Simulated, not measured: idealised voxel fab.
process module | voxel released beams
cross-section cut | 160 nm wide | cells 5 nm
A cross-section is a grid of square cells, given in bands from the top down. A band is one or more rows of cells.
Each band's line starts with the height of the band's top and of its bottom, in nm. Then come its materials from left to right, each with its width in nm. One material with "throughout" fills the band from edge to edge. "air" is empty space.
Height 0 is the level under which the wafer as received is all one material. The lowest band goes on downwards, as in "0 down".
A width such as "30 to 40" changes by the same amount from each row of cells to the next, from the band's top row to its bottom row.
"no change" after a step means that no cell of the cross-section changed.
closed voids: empty space of 8 cells or more with no open way to the top, each as width x height at its distance from the left edge, in nm
after a step's settings: what the simulator itself notes on the step
overlay nm, on a step with a mask: how far to the right of its planned place the mask lay; to the left if negative
plan
1 op RECEIVE | material Si
2 op CONFORMAL_DEP | material SiN | thk nm 10
3 op DIRECTIONAL_DEP | material SiO2 | thk nm 15
4 op PATTERN | tone open | mask id ANCHOR | material resist | width nm 40 | thk nm 20 | overlay nm 0
5 op DIRECTIONAL_ETCH | etch materials SiO2 | depth nm 15
6 op STRIP | etch materials resist
7 op CONFORMAL_DEP | material TiN | thk nm 15
8 op PATTERN | tone cover | mask id BEAM | material resist | width nm 90 | thk nm 15 | overlay nm 0
9 op DIRECTIONAL_ETCH | etch materials TiN | depth nm 15
10 op STRIP | etch materials resist
11 op STRIP | etch materials SiO2
as received, after step 1
  0 down: Si throughout
  closed voids: none
a wafer at the end: this start, this plan, one mistake
  55 to 40: air 30 | TiN 90 | air 40
  40 to 25: TiN throughout
  25 to 10: SiO2 35 | TiN 40 | SiO2 85
  10 to 0: SiN throughout
  0 down: Si throughout
  closed voids: none
what went wrong: step 7 was run twice
